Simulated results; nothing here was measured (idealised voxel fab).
The process module that follows is named voxel wiring stack.
This is section cut - it's 195 nm across, gridded in 5 nm square cells.
We lay out every cross-section as a grid of square cells and spell it out in bands from the top down, where one band means one or more rows of cells.
For a band, the entry starts with two heights in nm, that of the top and then that of the bottom, and carries on with the band's materials in order from left to right, each alongside its width in nm; the word "edge to edge" beside a single material means it fills the band edge to edge, and "empty" means empty space.
Convention: height 0 is the level below which the wafer, as received, is all one material. The lowest band does not terminate at the bottom but continues downward, represented as "0..down".
Width: "30..40" (first number = top row, second number = bottom row, same change from row to row of cells).
Where a step carries "remained unchanged", the cross-section came out of it unchanged, cell for cell.
Cavities, sealed: empty space of 8 cells or more with no open way to the top, each as width x height at its distance from the left edge, in nm
Step line, after settings: the simulator's comment on this step.
overlay nm: step with mask; distance mask lay right of planned place; negative value = left of planned place.

### List of planned process steps
1: RECEIVE | material Si
2: CONFORMAL_DEP | material SiO2 | thk nm 10
3: CONFORMAL_DEP | material SiN | thk nm 5
4: DIRECTIONAL_DEP | material SiO2 | thk nm 15
5: DIRECTIONAL_DEP | material aC | thk nm 15
6: PATTERN | tone open | mask id METAL_1 | material resist | width nm 25 | pitch nm 40 | thk nm 35 | overlay nm 0
7: DIRECTIONAL_ETCH | etch materials aC | depth nm 15
8: STRIP | etch materials resist
9: DIRECTIONAL_ETCH | etch materials SiO2 | depth nm 15
10: DIRECTIONAL_ETCH | etch materials SiN | depth nm 5
11: STRIP | etch materials aC
12: CONFORMAL_DEP | material TiN | thk nm 5
13: FILL_DEP | material W | thk nm 10
14: CMP | height nm 30
15: EPI | material Ru | thk nm 5
16: FILL_DEP | material SiCN | thk nm 5
17: DIRECTIONAL_DEP | material lowk | thk nm 15
18: DIRECTIONAL_DEP | material aC | thk nm 10
19: PATTERN | tone open | mask id PLUG_1 | material resist | width nm 15 | pitch nm 40 | thk nm 30 | overlay nm 0
20: DIRECTIONAL_ETCH | etch materials aC | depth nm 10
21: STRIP | etch materials resist
22: DIRECTIONAL_ETCH | etch materials lowk | depth nm 15
23: DIRECTIONAL_ETCH | etch materials SiCN | depth nm 5
24: STRIP | etch materials aC
25: CONFORMAL_DEP | material TiN | thk nm 5
26: FILL_DEP | material W | thk nm 10
27: CMP | height nm 55
28: CONFORMAL_DEP | material SiN | thk nm 5
29: DIRECTIONAL_DEP | material SiO2 | thk nm 20
30: MASKED_ETCH | tone open | mask id METAL_2 | width nm 25 | pitch nm 40 | etch materials SiO2 | depth nm 20 | overlay nm 0
31: MASKED_ETCH | tone open | mask id METAL_2 | width nm 25 | pitch nm 40 | etch materials SiN | depth nm 5 | overlay nm 0
32: CONFORMAL_DEP | material TiN | thk nm 5
33: FILL_DEP | material Cu | thk nm 5
34: CMP | height nm 80
35: CONFORMAL_DEP | material SiCN | thk nm 5
36: DIRECTIONAL_DEP | material SiO2 | thk nm 20
37: DIRECTIONAL_DEP | material aC | thk nm 15
38: PATTERN | tone open | mask id PLUG_2 | material resist | width nm 15 | pitch nm 40 | thk nm 30 | overlay nm 0
39: DIRECTIONAL_ETCH | etch materials aC | depth nm 15
40: STRIP | etch materials resist
41: DIRECTIONAL_ETCH | etch materials SiO2 | depth nm 20
42: DIRECTIONAL_ETCH | etch materials SiCN | depth nm 5
43: STRIP | etch materials aC
44: CONFORMAL_DEP | material TiN | thk nm 5
45: FILL_DEP | material W | thk nm 10
46: CMP | height nm 105
47: DIRECTIONAL_DEP | material TiN | thk nm 5
48: DIRECTIONAL_DEP | material W | thk nm 25
49: PATTERN | tone cover | mask id METAL_3 | material resist | width nm 25 | pitch nm 40 | thk nm 20 | overlay nm 0
50: DIRECTIONAL_ETCH | etch materials W | depth nm 25
51: DIRECTIONAL_ETCH | etch materials TiN | depth nm 5
52: STRIP | etch materials resist
53: FILL_DEP | material lowk | thk nm 5
54: CMP | height nm 135
55: CONFORMAL_DEP | material SiN | thk nm 5

### The first of a set of two wafers, run to plan

### This is the cross-section of the wafer as we received it, i.e. after step 1
- 0..down  Si edge to edge
- Cavities, sealed: none

### The wafer, seen in cross-section, after step 2
- 10..0  SiO2 edge to edge
- All layers under 0 are left as they were.

### The wafer, seen in cross-section, after step 3
- 15..10  SiN edge to edge
- All layers under 10 are left as they were.

### The wafer, seen in cross-section, after step 4
- 30..15  SiO2 edge to edge
- All layers under 15 are left as they were.

### The wafer, seen in cross-section, after step 5
- 45..30  aC edge to edge
- All layers under 30 are left as they were.

### The wafer, seen in cross-section, after step 6
- 80..45  resist (45), empty (25), resist (15), empty (25), resist (15), empty (25), resist (45)
- All layers under 45 are left as they were.

### The wafer, seen in cross-section, after step 7
- 65..45  resist (45), empty (25), resist (15), empty (25), resist (15), empty (25), resist (45)
- 45..30  aC (45), empty (25), aC (15), empty (25), aC (15), empty (25), aC (45)
- All layers under 30 are left as they were.

### The wafer, seen in cross-section, after step 8
- 45..30  aC (45), empty (25), aC (15), empty (25), aC (15), empty (25), aC (45)
- All layers under 30 are left as they were.

### The wafer, seen in cross-section, after step 9
- 45..30  aC (45), empty (25), aC (15), empty (25), aC (15), empty (25), aC (45)
- 30..15  SiO2 (45), empty (25), SiO2 (15), empty (25), SiO2 (15), empty (25), SiO2 (45)
- All layers under 15 are left as they were.

### The wafer, seen in cross-section, after step 10
- 45..30  aC (45), empty (25), aC (15), empty (25), aC (15), empty (25), aC (45)
- 30..15  SiO2 (45), empty (25), SiO2 (15), empty (25), SiO2 (15), empty (25), SiO2 (45)
- 15..10  SiN (45), empty (25), SiN (15), empty (25), SiN (15), empty (25), SiN (45)
- All layers under 10 are left as they were.

### The wafer, seen in cross-section, after step 11
- 30..15  SiO2 (45), empty (25), SiO2 (15), empty (25), SiO2 (15), empty (25), SiO2 (45)
- All layers under 15 are left as they were.

### The wafer, seen in cross-section, after step 12
- 35..30  TiN (50), empty (15), TiN (25), empty (15), TiN (25), empty (15), TiN (50)
- 30..15  SiO2 (45), TiN (5), empty (15), TiN (5), SiO2 (15), TiN (5), empty (15), TiN (5), SiO2 (15), TiN (5), empty (15), TiN (5), SiO2 (45)
- 15..10  SiN (45), TiN (25), SiN (15), TiN (25), SiN (15), TiN (25), SiN (45)
- All layers under 10 are left as they were.

### The wafer, seen in cross-section, after step 13
- 45..35  W edge to edge
- 35..30  TiN (50), W (15), TiN (25), W (15), TiN (25), W (15), TiN (50)
- 30..15  SiO2 (45), TiN (5), W (15), TiN (5), SiO2 (15), TiN (5), W (15), TiN (5), SiO2 (15), TiN (5), W (15), TiN (5), SiO2 (45)
- All layers under 15 are left as they were.

### The wafer, seen in cross-section, after step 14
- 30..15  SiO2 (45), TiN (5), W (15), TiN (5), SiO2 (15), TiN (5), W (15), TiN (5), SiO2 (15), TiN (5), W (15), TiN (5), SiO2 (45)
- All layers under 15 are left as they were.

### The wafer, seen in cross-section, after step 15
- 35..30  empty (40), Ru (35), empty (5), Ru (35), empty (5), Ru (35), empty (40)
- All layers under 30 are left as they were.

### The wafer, seen in cross-section, after step 16
- 40..35  SiCN edge to edge
- 35..30  SiCN (40), Ru (35), SiCN (5), Ru (35), SiCN (5), Ru (35), SiCN (40)
- All layers under 30 are left as they were.

### The wafer, seen in cross-section, after step 17
- 55..40  lowk edge to edge
- All layers under 40 are left as they were.

### The wafer, seen in cross-section, after step 18
- 65..55  aC edge to edge
- All layers under 55 are left as they were.

### The wafer, seen in cross-section, after step 19
- 95..65  resist (45), empty (15), resist (25), empty (15), resist (25), empty (15), resist (55)
- All layers under 65 are left as they were.

### The wafer, seen in cross-section, after step 20
- 85..65  resist (45), empty (15), resist (25), empty (15), resist (25), empty (15), resist (55)
- 65..55  aC (45), empty (15), aC (25), empty (15), aC (25), empty (15), aC (55)
- All layers under 55 are left as they were.

### The wafer, seen in cross-section, after step 21
- 65..55  aC (45), empty (15), aC (25), empty (15), aC (25), empty (15), aC (55)
- All layers under 55 are left as they were.

### The wafer, seen in cross-section, after step 22
- 65..55  aC (45), empty (15), aC (25), empty (15), aC (25), empty (15), aC (55)
- 55..40  lowk (45), empty (15), lowk (25), empty (15), lowk (25), empty (15), lowk (55)
- All layers under 40 are left as they were.

### The wafer, seen in cross-section, after step 23
- 65..55  aC (45), empty (15), aC (25), empty (15), aC (25), empty (15), aC (55)
- 55..40  lowk (45), empty (15), lowk (25), empty (15), lowk (25), empty (15), lowk (55)
- 40..35  SiCN (45), empty (15), SiCN (25), empty (15), SiCN (25), empty (15), SiCN (55)
- All layers under 35 are left as they were.

### The wafer, seen in cross-section, after step 24
- 55..40  lowk (45), empty (15), lowk (25), empty (15), lowk (25), empty (15), lowk (55)
- All layers under 40 are left as they were.

### The wafer, seen in cross-section, after step 25
- 60..55  TiN (50), empty (5), TiN (35), empty (5), TiN (35), empty (5), TiN (60)
- 55..40  lowk (45), TiN (5), empty (5), TiN (5), lowk (25), TiN (5), empty (5), TiN (5), lowk (25), TiN (5), empty (5), TiN (5), lowk (55)
- 40..35  SiCN (45), TiN (15), SiCN (25), TiN (15), SiCN (25), TiN (15), SiCN (55)
- All layers under 35 are left as they were.

### The wafer, seen in cross-section, after step 26
- 70..60  W edge to edge
- 60..55  TiN (50), W (5), TiN (35), W (5), TiN (35), W (5), TiN (60)
- 55..40  lowk (45), TiN (5), W (5), TiN (5), lowk (25), TiN (5), W (5), TiN (5), lowk (25), TiN (5), W (5), TiN (5), lowk (55)
- All layers under 40 are left as they were.

### The wafer, seen in cross-section, after step 27
- 55..40  lowk (45), TiN (5), W (5), TiN (5), lowk (25), TiN (5), W (5), TiN (5), lowk (25), TiN (5), W (5), TiN (5), lowk (55)
- All layers under 40 are left as they were.

### The wafer, seen in cross-section, after step 28
- 60..55  SiN edge to edge
- All layers under 55 are left as they were.

### The wafer, seen in cross-section, after step 29
- 80..60  SiO2 edge to edge
- All layers under 60 are left as they were.

### The wafer, seen in cross-section, after step 30
- 80..60  SiO2 (45), empty (25), SiO2 (15), empty (25), SiO2 (15), empty (25), SiO2 (45)
- All layers under 60 are left as they were.

### The wafer, seen in cross-section, after step 31
- 80..60  SiO2 (45), empty (25), SiO2 (15), empty (25), SiO2 (15), empty (25), SiO2 (45)
- 60..55  SiN (45), empty (25), SiN (15), empty (25), SiN (15), empty (25), SiN (45)
- All layers under 55 are left as they were.

### The wafer, seen in cross-section, after step 32
- 85..80  TiN (50), empty (15), TiN (25), empty (15), TiN (25), empty (15), TiN (50)
- 80..60  SiO2 (45), TiN (5), empty (15), TiN (5), SiO2 (15), TiN (5), empty (15), TiN (5), SiO2 (15), TiN (5), empty (15), TiN (5), SiO2 (45)
- 60..55  SiN (45), TiN (25), SiN (15), TiN (25), SiN (15), TiN (25), SiN (45)
- All layers under 55 are left as they were.

### The wafer, seen in cross-section, after step 33
- 90..85  Cu edge to edge
- 85..80  TiN (50), Cu (15), TiN (25), Cu (15), TiN (25), Cu (15), TiN (50)
- 80..60  SiO2 (45), TiN (5), Cu (15), TiN (5), SiO2 (15), TiN (5), Cu (15), TiN (5), SiO2 (15), TiN (5), Cu (15), TiN (5), SiO2 (45)
- All layers under 60 are left as they were.

### The wafer, seen in cross-section, after step 34
- 80..60  SiO2 (45), TiN (5), Cu (15), TiN (5), SiO2 (15), TiN (5), Cu (15), TiN (5), SiO2 (15), TiN (5), Cu (15), TiN (5), SiO2 (45)
- All layers under 60 are left as they were.

### The wafer, seen in cross-section, after step 35
- 85..80  SiCN edge to edge
- All layers under 80 are left as they were.

### The wafer, seen in cross-section, after step 36
- 105..85  SiO2 edge to edge
- All layers under 85 are left as they were.

### The wafer, seen in cross-section, after step 37
- 120..105  aC edge to edge
- All layers under 105 are left as they were.

### The wafer, seen in cross-section, after step 38
- 150..120  resist (45), empty (15), resist (25), empty (15), resist (25), empty (15), resist (55)
- All layers under 120 are left as they were.

### The wafer, seen in cross-section, after step 39
- 135..120  resist (45), empty (15), resist (25), empty (15), resist (25), empty (15), resist (55)
- 120..105  aC (45), empty (15), aC (25), empty (15), aC (25), empty (15), aC (55)
- All layers under 105 are left as they were.

### The wafer, seen in cross-section, after step 40
- 120..105  aC (45), empty (15), aC (25), empty (15), aC (25), empty (15), aC (55)
- All layers under 105 are left as they were.

### The wafer, seen in cross-section, after step 41
- 120..105  aC (45), empty (15), aC (25), empty (15), aC (25), empty (15), aC (55)
- 105..85  SiO2 (45), empty (15), SiO2 (25), empty (15), SiO2 (25), empty (15), SiO2 (55)
- All layers under 85 are left as they were.

### The wafer, seen in cross-section, after step 42
- 120..105  aC (45), empty (15), aC (25), empty (15), aC (25), empty (15), aC (55)
- 105..85  SiO2 (45), empty (15), SiO2 (25), empty (15), SiO2 (25), empty (15), SiO2 (55)
- 85..80  SiCN (45), empty (15), SiCN (25), empty (15), SiCN (25), empty (15), SiCN (55)
- All layers under 80 are left as they were.

### The wafer, seen in cross-section, after step 43
- 105..85  SiO2 (45), empty (15), SiO2 (25), empty (15), SiO2 (25), empty (15), SiO2 (55)
- All layers under 85 are left as they were.

### The wafer, seen in cross-section, after step 44
- 110..105  TiN (50), empty (5), TiN (35), empty (5), TiN (35), empty (5), TiN (60)
- 105..85  SiO2 (45), TiN (5), empty (5), TiN (5), SiO2 (25), TiN (5), empty (5), TiN (5), SiO2 (25), TiN (5), empty (5), TiN (5), SiO2 (55)
- 85..80  SiCN (45), TiN (15), SiCN (25), TiN (15), SiCN (25), TiN (15), SiCN (55)
- All layers under 80 are left as they were.

### The wafer, seen in cross-section, after step 45
- 120..110  W edge to edge
- 110..105  TiN (50), W (5), TiN (35), W (5), TiN (35), W (5), TiN (60)
- 105..85  SiO2 (45), TiN (5), W (5), TiN (5), SiO2 (25), TiN (5), W (5), TiN (5), SiO2 (25), TiN (5), W (5), TiN (5), SiO2 (55)
- All layers under 85 are left as they were.

### The wafer, seen in cross-section, after step 46
- 105..85  SiO2 (45), TiN (5), W (5), TiN (5), SiO2 (25), TiN (5), W (5), TiN (5), SiO2 (25), TiN (5), W (5), TiN (5), SiO2 (55)
- All layers under 85 are left as they were.

### The wafer, seen in cross-section, after step 47
- 110..105  TiN edge to edge
- All layers under 105 are left as they were.

### The wafer, seen in cross-section, after step 48
- 135..110  W edge to edge
- All layers under 110 are left as they were.

### The wafer, seen in cross-section, after step 49
- 155..135  empty (45), resist (25), empty (15), resist (25), empty (15), resist (25), empty (45)
- All layers under 135 are left as they were.

### The wafer, seen in cross-section, after step 50
- 155..135  empty (45), resist (25), empty (15), resist (25), empty (15), resist (25), empty (45)
- 135..110  empty (45), W (25), empty (15), W (25), empty (15), W (25), empty (45)
- All layers under 110 are left as they were.

### The wafer, seen in cross-section, after step 51
- 155..135  empty (45), resist (25), empty (15), resist (25), empty (15), resist (25), empty (45)
- 135..110  empty (45), W (25), empty (15), W (25), empty (15), W (25), empty (45)
- 110..105  empty (45), TiN (25), empty (15), TiN (25), empty (15), TiN (25), empty (45)
- All layers under 105 are left as they were.

### The wafer, seen in cross-section, after step 52
- 135..110  empty (45), W (25), empty (15), W (25), empty (15), W (25), empty (45)
- All layers under 110 are left as they were.

### The wafer, seen in cross-section, after step 53
- 140..135  lowk edge to edge
- 135..110  lowk (45), W (25), lowk (15), W (25), lowk (15), W (25), lowk (45)
- 110..105  lowk (45), TiN (25), lowk (15), TiN (25), lowk (15), TiN (25), lowk (45)
- All layers under 105 are left as they were.

### The wafer, seen in cross-section, after step 54
- 135..110  lowk (45), W (25), lowk (15), W (25), lowk (15), W (25), lowk (45)
- All layers under 110 are left as they were.

### The wafer, seen in cross-section, after step 55
- 140..135  SiN edge to edge
- All layers under 135 are left as they were.

### Second of two: same start, same plan, one run error; steps up to and including 2 match the first

### Cross-section of the second wafer at the time step 3 of the plan should have ended
- 25..0  SiO2 edge to edge
- All layers under 0 are left as they were.

### Cross-section of the second wafer at the time step 4 of the plan should have ended
- 30..25  SiN edge to edge
- All layers under 25 are left as they were.

### Cross-section of the second wafer at the time step 5 of the plan should have ended
- 45..30  aC edge to edge
- All layers under 30 are left as they were.

### Cross-section of the second wafer at the time step 6 of the plan should have ended
- 80..45  resist (45), empty (25), resist (15), empty (25), resist (15), empty (25), resist (45)
- All layers under 45 are left as they were.

### Cross-section of the second wafer at the time step 7 of the plan should have ended
- 65..45  resist (45), empty (25), resist (15), empty (25), resist (15), empty (25), resist (45)
- 45..30  aC (45), empty (25), aC (15), empty (25), aC (15), empty (25), aC (45)
- All layers under 30 are left as they were.

### Cross-section of the second wafer at the time step 8 of the plan should have ended
- 45..30  aC (45), empty (25), aC (15), empty (25), aC (15), empty (25), aC (45)
- All layers under 30 are left as they were.

Cross-section of the second wafer at the time step 9 of the plan should have ended: remained unchanged

### Cross-section of the second wafer at the time step 10 of the plan should have ended
- 45..30  aC (45), empty (25), aC (15), empty (25), aC (15), empty (25), aC (45)
- 30..25  SiN (45), empty (25), SiN (15), empty (25), SiN (15), empty (25), SiN (45)
- All layers under 25 are left as they were.

### Cross-section of the second wafer at the time step 11 of the plan should have ended
- 30..25  SiN (45), empty (25), SiN (15), empty (25), SiN (15), empty (25), SiN (45)
- All layers under 25 are left as they were.

### Cross-section of the second wafer at the time step 12 of the plan should have ended
- 35..30  TiN (50), empty (15), TiN (25), empty (15), TiN (25), empty (15), TiN (50)
- 30..25  SiN (45), TiN (25), SiN (15), TiN (25), SiN (15), TiN (25), SiN (45)
- All layers under 25 are left as they were.

### Cross-section of the second wafer at the time step 13 of the plan should have ended
- 45..35  W edge to edge
- 35..30  TiN (50), W (15), TiN (25), W (15), TiN (25), W (15), TiN (50)
- All layers under 30 are left as they were.

### Cross-section of the second wafer at the time step 14 of the plan should have ended
- 30..25  SiN (45), TiN (25), SiN (15), TiN (25), SiN (15), TiN (25), SiN (45)
- All layers under 25 are left as they were.

### Cross-section of the second wafer at the time step 15 of the plan should have ended
- 35..30  empty (40), Ru (35), empty (5), Ru (35), empty (5), Ru (35), empty (40)
- All layers under 30 are left as they were.

### Cross-section of the second wafer at the time step 16 of the plan should have ended
- 40..35  SiCN edge to edge
- 35..30  SiCN (40), Ru (35), SiCN (5), Ru (35), SiCN (5), Ru (35), SiCN (40)
- All layers under 30 are left as they were.

### Cross-section of the second wafer at the time step 17 of the plan should have ended
- 55..40  lowk edge to edge
- All layers under 40 are left as they were.

### Cross-section of the second wafer at the time step 18 of the plan should have ended
- 65..55  aC edge to edge
- All layers under 55 are left as they were.

### Cross-section of the second wafer at the time step 19 of the plan should have ended
- 95..65  resist (45), empty (15), resist (25), empty (15), resist (25), empty (15), resist (55)
- All layers under 65 are left as they were.

### Cross-section of the second wafer at the time step 20 of the plan should have ended
- 85..65  resist (45), empty (15), resist (25), empty (15), resist (25), empty (15), resist (55)
- 65..55  aC (45), empty (15), aC (25), empty (15), aC (25), empty (15), aC (55)
- All layers under 55 are left as they were.

### Cross-section of the second wafer at the time step 21 of the plan should have ended
- 65..55  aC (45), empty (15), aC (25), empty (15), aC (25), empty (15), aC (55)
- All layers under 55 are left as they were.

### Cross-section of the second wafer at the time step 22 of the plan should have ended
- 65..55  aC (45), empty (15), aC (25), empty (15), aC (25), empty (15), aC (55)
- 55..40  lowk (45), empty (15), lowk (25), empty (15), lowk (25), empty (15), lowk (55)
- All layers under 40 are left as they were.

### Cross-section of the second wafer at the time step 23 of the plan should have ended
- 65..55  aC (45), empty (15), aC (25), empty (15), aC (25), empty (15), aC (55)
- 55..40  lowk (45), empty (15), lowk (25), empty (15), lowk (25), empty (15), lowk (55)
- 40..35  SiCN (45), empty (15), SiCN (25), empty (15), SiCN (25), empty (15), SiCN (55)
- All layers under 35 are left as they were.

### Cross-section of the second wafer at the time step 24 of the plan should have ended
- 55..40  lowk (45), empty (15), lowk (25), empty (15), lowk (25), empty (15), lowk (55)
- All layers under 40 are left as they were.

### Cross-section of the second wafer at the time step 25 of the plan should have ended
- 60..55  TiN (50), empty (5), TiN (35), empty (5), TiN (35), empty (5), TiN (60)
- 55..40  lowk (45), TiN (5), empty (5), TiN (5), lowk (25), TiN (5), empty (5), TiN (5), lowk (25), TiN (5), empty (5), TiN (5), lowk (55)
- 40..35  SiCN (45), TiN (15), SiCN (25), TiN (15), SiCN (25), TiN (15), SiCN (55)
- All layers under 35 are left as they were.

### Cross-section of the second wafer at the time step 26 of the plan should have ended
- 70..60  W edge to edge
- 60..55  TiN (50), W (5), TiN (35), W (5), TiN (35), W (5), TiN (60)
- 55..40  lowk (45), TiN (5), W (5), TiN (5), lowk (25), TiN (5), W (5), TiN (5), lowk (25), TiN (5), W (5), TiN (5), lowk (55)
- All layers under 40 are left as they were.

### Cross-section of the second wafer at the time step 27 of the plan should have ended
- 55..40  lowk (45), TiN (5), W (5), TiN (5), lowk (25), TiN (5), W (5), TiN (5), lowk (25), TiN (5), W (5), TiN (5), lowk (55)
- All layers under 40 are left as they were.

### Cross-section of the second wafer at the time step 28 of the plan should have ended
- 60..55  SiN edge to edge
- All layers under 55 are left as they were.

### Cross-section of the second wafer at the time step 29 of the plan should have ended
- 80..60  SiO2 edge to edge
- All layers under 60 are left as they were.

### Cross-section of the second wafer at the time step 30 of the plan should have ended
- 80..60  SiO2 (45), empty (25), SiO2 (15), empty (25), SiO2 (15), empty (25), SiO2 (45)
- All layers under 60 are left as they were.

### Cross-section of the second wafer at the time step 31 of the plan should have ended
- 80..60  SiO2 (45), empty (25), SiO2 (15), empty (25), SiO2 (15), empty (25), SiO2 (45)
- 60..55  SiN (45), empty (25), SiN (15), empty (25), SiN (15), empty (25), SiN (45)
- All layers under 55 are left as they were.

### Cross-section of the second wafer at the time step 32 of the plan should have ended
- 85..80  TiN (50), empty (15), TiN (25), empty (15), TiN (25), empty (15), TiN (50)
- 80..60  SiO2 (45), TiN (5), empty (15), TiN (5), SiO2 (15), TiN (5), empty (15), TiN (5), SiO2 (15), TiN (5), empty (15), TiN (5), SiO2 (45)
- 60..55  SiN (45), TiN (25), SiN (15), TiN (25), SiN (15), TiN (25), SiN (45)
- All layers under 55 are left as they were.

### Cross-section of the second wafer at the time step 33 of the plan should have ended
- 90..85  Cu edge to edge
- 85..80  TiN (50), Cu (15), TiN (25), Cu (15), TiN (25), Cu (15), TiN (50)
- 80..60  SiO2 (45), TiN (5), Cu (15), TiN (5), SiO2 (15), TiN (5), Cu (15), TiN (5), SiO2 (15), TiN (5), Cu (15), TiN (5), SiO2 (45)
- All layers under 60 are left as they were.

### Cross-section of the second wafer at the time step 34 of the plan should have ended
- 80..60  SiO2 (45), TiN (5), Cu (15), TiN (5), SiO2 (15), TiN (5), Cu (15), TiN (5), SiO2 (15), TiN (5), Cu (15), TiN (5), SiO2 (45)
- All layers under 60 are left as they were.

### Cross-section of the second wafer at the time step 35 of the plan should have ended
- 85..80  SiCN edge to edge
- All layers under 80 are left as they were.

### Cross-section of the second wafer at the time step 36 of the plan should have ended
- 105..85  SiO2 edge to edge
- All layers under 85 are left as they were.

### Cross-section of the second wafer at the time step 37 of the plan should have ended
- 120..105  aC edge to edge
- All layers under 105 are left as they were.

### Cross-section of the second wafer at the time step 38 of the plan should have ended
- 150..120  resist (45), empty (15), resist (25), empty (15), resist (25), empty (15), resist (55)
- All layers under 120 are left as they were.

### Cross-section of the second wafer at the time step 39 of the plan should have ended
- 135..120  resist (45), empty (15), resist (25), empty (15), resist (25), empty (15), resist (55)
- 120..105  aC (45), empty (15), aC (25), empty (15), aC (25), empty (15), aC (55)
- All layers under 105 are left as they were.

### Cross-section of the second wafer at the time step 40 of the plan should have ended
- 120..105  aC (45), empty (15), aC (25), empty (15), aC (25), empty (15), aC (55)
- All layers under 105 are left as they were.

### Cross-section of the second wafer at the time step 41 of the plan should have ended
- 120..105  aC (45), empty (15), aC (25), empty (15), aC (25), empty (15), aC (55)
- 105..85  SiO2 (45), empty (15), SiO2 (25), empty (15), SiO2 (25), empty (15), SiO2 (55)
- All layers under 85 are left as they were.

### Cross-section of the second wafer at the time step 42 of the plan should have ended
- 120..105  aC (45), empty (15), aC (25), empty (15), aC (25), empty (15), aC (55)
- 105..85  SiO2 (45), empty (15), SiO2 (25), empty (15), SiO2 (25), empty (15), SiO2 (55)
- 85..80  SiCN (45), empty (15), SiCN (25), empty (15), SiCN (25), empty (15), SiCN (55)
- All layers under 80 are left as they were.

### Cross-section of the second wafer at the time step 43 of the plan should have ended
- 105..85  SiO2 (45), empty (15), SiO2 (25), empty (15), SiO2 (25), empty (15), SiO2 (55)
- All layers under 85 are left as they were.

### Cross-section of the second wafer at the time step 44 of the plan should have ended
- 110..105  TiN (50), empty (5), TiN (35), empty (5), TiN (35), empty (5), TiN (60)
- 105..85  SiO2 (45), TiN (5), empty (5), TiN (5), SiO2 (25), TiN (5), empty (5), TiN (5), SiO2 (25), TiN (5), empty (5), TiN (5), SiO2 (55)
- 85..80  SiCN (45), TiN (15), SiCN (25), TiN (15), SiCN (25), TiN (15), SiCN (55)
- All layers under 80 are left as they were.

### Cross-section of the second wafer at the time step 45 of the plan should have ended
- 120..110  W edge to edge
- 110..105  TiN (50), W (5), TiN (35), W (5), TiN (35), W (5), TiN (60)
- 105..85  SiO2 (45), TiN (5), W (5), TiN (5), SiO2 (25), TiN (5), W (5), TiN (5), SiO2 (25), TiN (5), W (5), TiN (5), SiO2 (55)
- All layers under 85 are left as they were.

### Cross-section of the second wafer at the time step 46 of the plan should have ended
- 105..85  SiO2 (45), TiN (5), W (5), TiN (5), SiO2 (25), TiN (5), W (5), TiN (5), SiO2 (25), TiN (5), W (5), TiN (5), SiO2 (55)
- All layers under 85 are left as they were.

### Cross-section of the second wafer at the time step 47 of the plan should have ended
- 110..105  TiN edge to edge
- All layers under 105 are left as they were.

### Cross-section of the second wafer at the time step 48 of the plan should have ended
- 135..110  W edge to edge
- All layers under 110 are left as they were.

### Cross-section of the second wafer at the time step 49 of the plan should have ended
- 155..135  empty (45), resist (25), empty (15), resist (25), empty (15), resist (25), empty (45)
- All layers under 135 are left as they were.

### Cross-section of the second wafer at the time step 50 of the plan should have ended
- 155..135  empty (45), resist (25), empty (15), resist (25), empty (15), resist (25), empty (45)
- 135..110  empty (45), W (25), empty (15), W (25), empty (15), W (25), empty (45)
- All layers under 110 are left as they were.

### Cross-section of the second wafer at the time step 51 of the plan should have ended
- 155..135  empty (45), resist (25), empty (15), resist (25), empty (15), resist (25), empty (45)
- 135..110  empty (45), W (25), empty (15), W (25), empty (15), W (25), empty (45)
- 110..105  empty (45), TiN (25), empty (15), TiN (25), empty (15), TiN (25), empty (45)
- All layers under 105 are left as they were.

### Cross-section of the second wafer at the time step 52 of the plan should have ended
- 135..110  empty (45), W (25), empty (15), W (25), empty (15), W (25), empty (45)
- All layers under 110 are left as they were.

### Cross-section of the second wafer at the time step 53 of the plan should have ended
- 140..135  lowk edge to edge
- 135..110  lowk (45), W (25), lowk (15), W (25), lowk (15), W (25), lowk (45)
- 110..105  lowk (45), TiN (25), lowk (15), TiN (25), lowk (15), TiN (25), lowk (45)
- All layers under 105 are left as they were.

### Cross-section of the second wafer at the time step 54 of the plan should have ended
- 135..110  lowk (45), W (25), lowk (15), W (25), lowk (15), W (25), lowk (45)
- All layers under 110 are left as they were.

### Cross-section of the second wafer at the time step 55 of the plan should have ended
- 140..135  SiN edge to edge
- All layers under 135 are left as they were.
Error vs. plan: steps 3 and 4 of the plan were each performed in the slot designated for the other
Wafer comparison, final, in cells, second relative to first, materials more or fewer: +45 SiO2 | -18 TiN | -27 W
